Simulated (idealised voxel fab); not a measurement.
You're looking at the process module voxel wiring stack.
Shown is cross-section cut, with a width of 290 nm and square cells of size 5 nm.
When this document writes out a cross-section, it uses a grid of square cells and lists it as bands, beginning at the top and moving down, with a band standing for one or more rows of cells. Heads up on the band format: heights come first, top then bottom, in nm. After that it's the materials left to right, each with its width in nm. A single material flagged "edge to edge" fills the whole band edge to edge, and "air" means there's empty space there. It should be noted that heights are counted from 0, beneath which the wafer as supplied is of one material throughout, and that the lowest band possesses no lower boundary but continues downward, as written in "0..down". A two-number width, for instance "30..40", indicates that the width is equal to the first number in the top row of the band and to the second number in the bottom row, and that it changes by a constant amount per row of cells. "remains unaltered" for a step: no cell of the cross-section changed in that step. "Closed void catalog" means: voids of 8 cells or more that are shut off from the top with no open way through. Written width x height at distance, distance from the left edge, in nm. It should be noted that, on the line of a given step, the content following the step's settings is a remark produced by the simulator itself with respect to that step. A step line may carry the setting "overlay nm", which, for steps involving a mask, states the distance by which the mask lay to the right of its intended position; negative values denote displacement to the left.
Below is the list of planned process steps
step 1: op RECEIVE | material Si
step 2: op CONFORMAL_DEP | material SiO2 | thk nm 15
step 3: op DIRECTIONAL_DEP | material TiN | thk nm 5
step 4: op DIRECTIONAL_DEP | material W | thk nm 15
step 5: op DIRECTIONAL_DEP | material aC | thk nm 10
step 6: op PATTERN | tone cover | mask id METAL_1 | material resist | width nm 25 | pitch nm 50 | thk nm 25 | overlay nm 0
step 7: op DIRECTIONAL_ETCH | etch materials aC | depth nm 10
step 8: op STRIP | etch materials resist
step 9: op DIRECTIONAL_ETCH | etch materials W | depth nm 15
step 10: op DIRECTIONAL_ETCH | etch materials TiN | depth nm 5
step 11: op STRIP | etch materials aC
step 12: op FILL_DEP | material SiO2 | thk nm 5
step 13: op CMP | height nm 35
step 14: op CONFORMAL_DEP | material SiCN | thk nm 5
step 15: op DIRECTIONAL_DEP | material SiO2 | thk nm 20
step 16: op MASKED_ETCH | tone open | mask id PLUG_1 | width nm 15 | etch materials SiO2 | depth nm 20 | overlay nm 0
step 17: op MASKED_ETCH | tone open | mask id PLUG_1 | width nm 15 | etch materials SiCN | depth nm 5 | overlay nm 0
step 18: op EPI | material Ru | thk nm 10
step 19: op EPI | material Ru | thk nm 10
step 20: op EPI | material Ru | thk nm 5
step 21: op CONFORMAL_DEP | material SiCN | thk nm 5
step 22: op DIRECTIONAL_DEP | material lowk | thk nm 25
step 23: op PATTERN | tone open | mask id METAL_2 | material resist | width nm 25 | pitch nm 50 | thk nm 20 | overlay nm 0
step 24: op DIRECTIONAL_ETCH | etch materials lowk | depth nm 25
step 25: op DIRECTIONAL_ETCH | etch materials SiCN | depth nm 5
step 26: op STRIP | etch materials resist
step 27: op CONFORMAL_DEP | material TiN | thk nm 5
step 28: op FILL_DEP | material Ru | thk nm 5
step 29: op CMP | height nm 90
step 30: op EPI | material Ru | thk nm 5
step 31: op FILL_DEP | material SiCN | thk nm 5
step 32: op DIRECTIONAL_DEP | material SiO2 | thk nm 20
step 33: op DIRECTIONAL_DEP | material aC | thk nm 10
step 34: op PATTERN | tone open | mask id PLUG_2 | material resist | width nm 15 | pitch nm 50 | thk nm 25 | overlay nm 0
step 35: op DIRECTIONAL_ETCH | etch materials aC | depth nm 10
step 36: op STRIP | etch materials resist
step 37: op DIRECTIONAL_ETCH | etch materials SiO2 | depth nm 20
step 38: op DIRECTIONAL_ETCH | etch materials SiCN | depth nm 5
step 39: op STRIP | etch materials aC
step 40: op EPI | material Ru | thk nm 10
step 41: op EPI | material Ru | thk nm 10
step 42: op EPI | material Ru | thk nm 5
step 43: op CONFORMAL_DEP | material SiCN | thk nm 5
step 44: op DIRECTIONAL_DEP | material SiO2 | thk nm 25
step 45: op DIRECTIONAL_DEP | material aC | thk nm 15
step 46: op PATTERN | tone open | mask id METAL_3 | material resist | width nm 25 | pitch nm 50 | thk nm 35 | overlay nm 0
step 47: op DIRECTIONAL_ETCH | etch materials aC | depth nm 15
step 48: op STRIP | etch materials resist
step 49: op DIRECTIONAL_ETCH | etch materials SiO2 | depth nm 25
step 50: op DIRECTIONAL_ETCH | etch materials SiCN | depth nm 5
step 51: op STRIP | etch materials aC
step 52: op CONFORMAL_DEP | material TiN | thk nm 5
step 53: op FILL_DEP | material Cu | thk nm 5
step 54: op CMP | height nm 150
step 55: op CONFORMAL_DEP | material SiN | thk nm 5
Cross-sectional view of the wafer in its as-received condition, corresponding to the state after step 1
- 0..down | Si edge to edge
- Closed void catalog: none
Look at the cross-section after the module: the wafer started out the way shown above and the plan was the one shown above, yet one mistake was made along the way
- 155..150 | SiN edge to edge
- 150..125 | 105 of SiO2  5 of TiN  15 of Cu  5 of TiN  25 of SiO2  5 of TiN  15 of Cu  5 of TiN  110 of SiO2
- 125..120 | 105 of SiCN  25 of TiN  25 of SiCN  25 of TiN  110 of SiCN
- 120..100 | 105 of SiO2  15 of Ru  35 of SiO2  15 of Ru  120 of SiO2
- 100..90 | 105..100 of SiCN  15..35 of Ru  35..15 of SiCN  15..35 of Ru  120..105 of SiCN
- 90..75 | 105 of lowk  5 of TiN  15 of Ru  5 of TiN  25 of lowk  5 of TiN  15 of Ru  5 of TiN  110 of lowk
- 75..70 | 90 of lowk  15 of SiCN  25 of TiN  5 of SiCN  20 of lowk  5 of TiN  15 of Ru  5 of TiN  110 of lowk
- 70..65 | 90 of lowk  5 of SiCN  35 of Ru  5 of SiCN  20 of lowk  5 of TiN  15 of Ru  5 of TiN  110 of lowk
- 65..60 | 95 of SiCN  35 of Ru  25 of SiCN  25 of TiN  110 of SiCN
- 60..40 | 105 of SiO2  15 of Ru  170 of SiO2
- 40..35 | 105 of SiCN  15 of Ru  170 of SiCN
- 35..20 | 105 of SiO2  25 of W  25 of SiO2  25 of W  110 of SiO2
- 20..15 | 105 of SiO2  25 of TiN  25 of SiO2  25 of TiN  110 of SiO2
- 15..0 | SiO2 edge to edge
- 0..down | Si edge to edge
- Closed void catalog: none
Error vs. plan: one of 18 and 19, all the same step, was done twice; can't tell which
